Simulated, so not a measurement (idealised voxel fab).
process module | voxel double patterning
cross-section cut | 300 nm wide | cells 5 nm
A cross-section is a grid of square cells, given in bands from the top down. A band is one or more rows of cells.
Each band's line starts with the height of the band's top and of its bottom, in nm. Then come its materials from left to right, each with its width in nm. One material with "throughout" fills the band from edge to edge. "air" is empty space.
Height 0 is the level under which the wafer as received is all one material. The lowest band goes on downwards, as in "0 down".
A width such as "30 to 40" changes by the same amount from each row of cells to the next, from the band's top row to its bottom row.
"no change" after a step means that no cell of the cross-section changed.
closed voids: empty space of 8 cells or more with no open way to the top, each as width x height at its distance from the left edge, in nm
after a step's settings: what the simulator itself notes on the step
overlay nm, on a step with a mask: how far to the right of its planned place the mask lay; to the left if negative
plan
1 op RECEIVE | material Si
2 op CONFORMAL_DEP | material SiO2 | thk nm 5
3 op DIRECTIONAL_DEP | material W | thk nm 15
4 op DIRECTIONAL_DEP | material SiCN | thk nm 10
5 op DIRECTIONAL_DEP | material aC | thk nm 15
6 op PATTERN | tone open | mask id FIRST | material resist | width nm 15 | pitch nm 50 | thk nm 30 | overlay nm 0
7 op DIRECTIONAL_ETCH | etch materials aC | depth nm 15
8 op STRIP | etch materials resist
9 op DIRECTIONAL_ETCH | etch materials SiCN | depth nm 10
10 op STRIP | etch materials aC
11 op PATTERN | tone open | mask id SECOND | material resist | width nm 15 | pitch nm 50 | thk nm 15 | overlay nm 0
12 op DIRECTIONAL_ETCH | etch materials SiCN | depth nm 10
13 op STRIP | etch materials resist
14 op DIRECTIONAL_ETCH | etch materials W | depth nm 15
15 op STRIP | etch materials SiCN
first wafer, as planned
as received, after step 1
  0 down: Si throughout
  closed voids: none
after step 2
  5 to 0: SiO2 throughout
  below 0: unchanged
after step 3
  20 to 5: W throughout
  below 5: unchanged
after step 4
  30 to 20: SiCN throughout
  below 20: unchanged
after step 5
  45 to 30: aC throughout
  below 30: unchanged
after step 6
  75 to 45: resist 90 | air 15 | resist 35 | air 15 | resist 35 | air 15 | resist 95
  below 45: unchanged
after step 7
  60 to 45: resist 90 | air 15 | resist 35 | air 15 | resist 35 | air 15 | resist 95
  45 to 30: aC 90 | air 15 | aC 35 | air 15 | aC 35 | air 15 | aC 95
  below 30: unchanged
after step 8
  45 to 30: aC 90 | air 15 | aC 35 | air 15 | aC 35 | air 15 | aC 95
  below 30: unchanged
after step 9
  45 to 30: aC 90 | air 15 | aC 35 | air 15 | aC 35 | air 15 | aC 95
  30 to 20: SiCN 90 | air 15 | SiCN 35 | air 15 | SiCN 35 | air 15 | SiCN 95
  below 20: unchanged
after step 10
  30 to 20: SiCN 90 | air 15 | SiCN 35 | air 15 | SiCN 35 | air 15 | SiCN 95
  below 20: unchanged
after step 11
  45 to 30: resist 115 | air 15 | resist 35 | air 15 | resist 120
  30 to 20: SiCN 90 | resist 15 | SiCN 35 | resist 15 | SiCN 35 | resist 15 | SiCN 95
  below 20: unchanged
after step 12
  45 to 30: resist 115 | air 15 | resist 35 | air 15 | resist 120
  30 to 20: SiCN 90 | resist 15 | SiCN 10 | air 15 | SiCN 10 | resist 15 | SiCN 10 | air 15 | SiCN 10 | resist 15 | SiCN 95
  below 20: unchanged
after step 13
  30 to 20: SiCN 90 | air 15 | SiCN 10 | air 15 | SiCN 10 | air 15 | SiCN 10 | air 15 | SiCN 10 | air 15 | SiCN 95
  below 20: unchanged
after step 14
  30 to 20: SiCN 90 | air 15 | SiCN 10 | air 15 | SiCN 10 | air 15 | SiCN 10 | air 15 | SiCN 10 | air 15 | SiCN 95
  20 to 5: W 90 | air 15 | W 10 | air 15 | W 10 | air 15 | W 10 | air 15 | W 10 | air 15 | W 95
  below 5: unchanged
after step 15
  20 to 5: W 90 | air 15 | W 10 | air 15 | W 10 | air 15 | W 10 | air 15 | W 10 | air 15 | W 95
  below 5: unchanged
second wafer: like start, like plan, one mistake. Through step 1 it matches the first wafer
when step 2 should have ended
  15 to 0: W throughout
  below 0: unchanged
when step 3 should have ended
  20 to 15: SiO2 throughout
  below 15: unchanged
when step 4 should have ended
  30 to 20: SiCN throughout
  below 20: unchanged
when step 5 should have ended
  45 to 30: aC throughout
  below 30: unchanged
when step 6 should have ended
  75 to 45: resist 90 | air 15 | resist 35 | air 15 | resist 35 | air 15 | resist 95
  below 45: unchanged
when step 7 should have ended
  60 to 45: resist 90 | air 15 | resist 35 | air 15 | resist 35 | air 15 | resist 95
  45 to 30: aC 90 | air 15 | aC 35 | air 15 | aC 35 | air 15 | aC 95
  below 30: unchanged
when step 8 should have ended
  45 to 30: aC 90 | air 15 | aC 35 | air 15 | aC 35 | air 15 | aC 95
  below 30: unchanged
when step 9 should have ended
  45 to 30: aC 90 | air 15 | aC 35 | air 15 | aC 35 | air 15 | aC 95
  30 to 20: SiCN 90 | air 15 | SiCN 35 | air 15 | SiCN 35 | air 15 | SiCN 95
  below 20: unchanged
when step 10 should have ended
  30 to 20: SiCN 90 | air 15 | SiCN 35 | air 15 | SiCN 35 | air 15 | SiCN 95
  below 20: unchanged
when step 11 should have ended
  45 to 30: resist 115 | air 15 | resist 35 | air 15 | resist 120
  30 to 20: SiCN 90 | resist 15 | SiCN 35 | resist 15 | SiCN 35 | resist 15 | SiCN 95
  below 20: unchanged
when step 12 should have ended
  45 to 30: resist 115 | air 15 | resist 35 | air 15 | resist 120
  30 to 20: SiCN 90 | resist 15 | SiCN 10 | air 15 | SiCN 10 | resist 15 | SiCN 10 | air 15 | SiCN 10 | resist 15 | SiCN 95
  below 20: unchanged
when step 13 should have ended
  30 to 20: SiCN 90 | air 15 | SiCN 10 | air 15 | SiCN 10 | air 15 | SiCN 10 | air 15 | SiCN 10 | air 15 | SiCN 95
  below 20: unchanged
when step 14 should have ended: no change
when step 15 should have ended
  20 to 15: SiO2 throughout
  below 15: unchanged
what went wrong: steps 2 and 3 were swapped
at the end the second wafer has, in cells: 45 more of W
